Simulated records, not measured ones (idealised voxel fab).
The following process module bears the name voxel wiring stack.
Pictured: cross-section cut, 215 nm wide, on a grid of 5 nm square cells.
How to read a cross-section here: the picture is a grid of square cells, written as bands going from the top down, and any band can span one or more rows of cells.
Each band's line starts with the height of the band's top and of its bottom, in nm. Then come its materials from left to right, each with its width in nm. One material with "everywhere" fills the band from edge to edge. "empty" is empty space.
Heights from 0 (as-received wafer is one material below). Bottom band endless downward, as "top 0, no bottom".
Width: "30->40" (first number = top row, second number = bottom row, same change from row to row of cells).
Where the words "stayed the same" appear for a step, the cross-section shows no cell changed by that step; every cell remained as before.
The label "closed voids" introduces a list of the empty spaces, 8 cells or larger, that have no open way up to the top; each entry in it reads width x height at distance, where the distance is taken from the left edge and all three are stated in nm.
On a step's line, text after the settings is the simulator commenting on that step.
overlay nm: step with mask; distance mask lay right of planned place; negative value = left of planned place.
-- Steps in the process plan
| 1 | RECEIVE (material Si) |
| 2 | CONFORMAL_DEP (material SiO2; thk nm 15) |
| 3 | DIRECTIONAL_DEP (material TiN; thk nm 5) |
| 4 | DIRECTIONAL_DEP (material Ru; thk nm 20) |
| 5 | DIRECTIONAL_DEP (material aC; thk nm 10) |
| 6 | PATTERN (tone cover; mask id METAL_1; material resist; width nm 25; pitch nm 50; thk nm 30; overlay nm 0) |
| 7 | DIRECTIONAL_ETCH (etch materials aC; depth nm 10) |
| 8 | STRIP (etch materials resist) |
| 9 | DIRECTIONAL_ETCH (etch materials Ru; depth nm 20) |
| 10 | DIRECTIONAL_ETCH (etch materials TiN; depth nm 5) |
| 11 | STRIP (etch materials aC) |
| 12 | FILL_DEP (material SiO2; thk nm 10) |
| 13 | CMP (height nm 40) |
| 14 | CONFORMAL_DEP (material SiCN; thk nm 5) |
| 15 | DIRECTIONAL_DEP (material SiO2; thk nm 20) |
| 16 | MASKED_ETCH (tone open; mask id PLUG_1; width nm 15; pitch nm 50; etch materials SiO2; depth nm 20; overlay nm 0) |
| 17 | MASKED_ETCH (tone open; mask id PLUG_1; width nm 15; pitch nm 50; etch materials SiCN; depth nm 5; overlay nm 0) |
| 18 | EPI (material Ru; thk nm 10) |
| 19 | EPI (material Ru; thk nm 10) |
| 20 | EPI (material Ru; thk nm 5) |
| 21 | DIRECTIONAL_DEP (material TiN; thk nm 5) |
| 22 | DIRECTIONAL_DEP (material Ru; thk nm 15) |
| 23 | DIRECTIONAL_DEP (material aC; thk nm 10) |
| 24 | PATTERN (tone cover; mask id METAL_2; material resist; width nm 25; pitch nm 50; thk nm 30; overlay nm 0) |
| 25 | DIRECTIONAL_ETCH (etch materials aC; depth nm 10) |
| 26 | STRIP (etch materials resist) |
| 27 | DIRECTIONAL_ETCH (etch materials Ru; depth nm 15) |
| 28 | DIRECTIONAL_ETCH (etch materials TiN; depth nm 5) |
| 29 | STRIP (etch materials aC) |
| 30 | FILL_DEP (material SiO2; thk nm 5) |
| 31 | CMP (height nm 85) |
| 32 | CONFORMAL_DEP (material SiCN; thk nm 5) |
| 33 | DIRECTIONAL_DEP (material lowk; thk nm 10) |
| 34 | MASKED_ETCH (tone open; mask id PLUG_2; width nm 15; pitch nm 50; etch materials lowk; depth nm 10; overlay nm 0) |
| 35 | MASKED_ETCH (tone open; mask id PLUG_2; width nm 15; pitch nm 50; etch materials SiCN; depth nm 5; overlay nm 0) |
| 36 | CONFORMAL_DEP (material TiN; thk nm 5) |
| 37 | FILL_DEP (material W; thk nm 5) |
| 38 | CMP (height nm 100) |
| 39 | CONFORMAL_DEP (material SiN; thk nm 5) |
| 40 | DIRECTIONAL_DEP (material SiO2; thk nm 25) |
| 41 | PATTERN (tone open; mask id METAL_3; material resist; width nm 25; pitch nm 50; thk nm 20; overlay nm 0) |
| 42 | DIRECTIONAL_ETCH (etch materials SiO2; depth nm 25) |
| 43 | DIRECTIONAL_ETCH (etch materials SiN; depth nm 5) |
| 44 | STRIP (etch materials resist) |
| 45 | CONFORMAL_DEP (material TiN; thk nm 5) |
| 46 | FILL_DEP (material Cu; thk nm 5) |
| 47 | CMP (height nm 130) |
| 48 | CONFORMAL_DEP (material SiCN; thk nm 5) |
| 49 | DIRECTIONAL_DEP (material SiO2; thk nm 20) |
| 50 | MASKED_ETCH (tone open; mask id PLUG_3; width nm 15; etch materials SiO2; depth nm 20; overlay nm 0) |
| 51 | MASKED_ETCH (tone open; mask id PLUG_3; width nm 15; etch materials SiCN; depth nm 5; overlay nm 0) |
| 52 | EPI (material Ru; thk nm 10) |
| 53 | EPI (material Ru; thk nm 10) |
| 54 | EPI (material Ru; thk nm 5) |
| 55 | CONFORMAL_DEP (material SiCN; thk nm 5) |
| 56 | DIRECTIONAL_DEP (material lowk; thk nm 25) |
| 57 | MASKED_ETCH (tone open; mask id METAL_4; width nm 25; pitch nm 50; etch materials lowk; depth nm 25; overlay nm 0) |
| 58 | MASKED_ETCH (tone open; mask id METAL_4; width nm 25; pitch nm 50; etch materials SiCN; depth nm 5; overlay nm 0) |
| 59 | CONFORMAL_DEP (material TiN; thk nm 5) |
| 60 | FILL_DEP (material Cu; thk nm 10) |
| 61 | CMP (height nm 185) |
| 62 | CONFORMAL_DEP (material SiN; thk nm 5) |
-- Cross-section: wafer on arrival = after step 1
	top 0, no bottom  Si everywhere
	closed voids: none
-- Post-module cross-section of the first of two wafers (run per plan)
	top 190, bottom 185  SiN everywhere
	top 185, bottom 160  lowk 70; TiN 5; Cu 15; TiN 5; lowk 25; TiN 5; Cu 15; TiN 5; lowk 70
	top 160, bottom 155  SiCN 70; TiN 25; SiCN 25; TiN 25; SiCN 70
	top 155, bottom 135  SiO2 70; Ru 15; SiO2 130
	top 135, bottom 130  SiCN 70; Ru 15; SiCN 130
	top 130, bottom 105  SiO2 70; TiN 5; Cu 15; TiN 5; SiO2 25; TiN 5; Cu 15; TiN 5; SiO2 70
	top 105, bottom 100  SiN 70; TiN 25; SiN 25; TiN 25; SiN 70
	top 100, bottom 90  lowk 70; TiN 5; W 5; TiN 5; lowk 35; TiN 5; W 5; TiN 5; lowk 80
	top 90, bottom 85  SiCN 70; TiN 15; SiCN 35; TiN 15; SiCN 80
	top 85, bottom 70  SiO2 70; Ru 25; SiO2 25; Ru 25; SiO2 70
	top 70, bottom 65  SiO2 70; TiN 25; SiO2 25; TiN 25; SiO2 70
	top 65, bottom 45  SiO2 70; Ru 15; SiO2 35; Ru 15; SiO2 80
	top 45, bottom 40  SiCN 70; Ru 15; SiCN 35; Ru 15; SiCN 80
	top 40, bottom 20  SiO2 70; Ru 25; SiO2 25; Ru 25; SiO2 70
	top 20, bottom 15  SiO2 70; TiN 25; SiO2 25; TiN 25; SiO2 70
	top 15, bottom 0  SiO2 everywhere
	top 0, no bottom  Si everywhere
	closed voids: none
-- This cross-section belongs to the second wafer of two at the end of the module; the start and the plan were shared with the first, and the run included one mistake
	top 190, bottom 185  SiN everywhere
	top 185, bottom 160  lowk 70; TiN 5; Cu 15; TiN 5; lowk 25; TiN 5; Cu 15; TiN 5; lowk 70
	top 160, bottom 155  SiCN 70; TiN 25; SiCN 25; TiN 25; SiCN 70
	top 155, bottom 135  SiO2 65; Ru 25; SiO2 125
	top 135, bottom 130  SiCN 70; Ru 15; SiCN 130
	top 130, bottom 105  SiO2 70; TiN 5; Cu 15; TiN 5; SiO2 25; TiN 5; Cu 15; TiN 5; SiO2 70
	top 105, bottom 100  SiN 70; TiN 25; SiN 25; TiN 25; SiN 70
	top 100, bottom 90  lowk 70; TiN 5; W 5; TiN 5; lowk 35; TiN 5; W 5; TiN 5; lowk 80
	top 90, bottom 85  SiCN 70; TiN 15; SiCN 35; TiN 15; SiCN 80
	top 85, bottom 70  SiO2 70; Ru 25; SiO2 25; Ru 25; SiO2 70
	top 70, bottom 65  SiO2 70; TiN 25; SiO2 25; TiN 25; SiO2 70
	top 65, bottom 45  SiO2 70; Ru 15; SiO2 35; Ru 15; SiO2 80
	top 45, bottom 40  SiCN 70; Ru 15; SiCN 35; Ru 15; SiCN 80
	top 40, bottom 20  SiO2 70; Ru 25; SiO2 25; Ru 25; SiO2 70
	top 20, bottom 15  SiO2 70; TiN 25; SiO2 25; TiN 25; SiO2 70
	top 15, bottom 0  SiO2 everywhere
	top 0, no bottom  Si everywhere
	closed voids: none
Where did the run depart from the plan? step 50 did not use the planned setting and instead ran as MASKED_ETCH (tone open; mask id PLUG_3; width nm 25; etch materials SiO2; depth nm 20; overlay nm 0)
Wafer comparison, final, in cells, second relative to first, materials more or fewer: 8 more of Ru; 8 fewer of SiO2
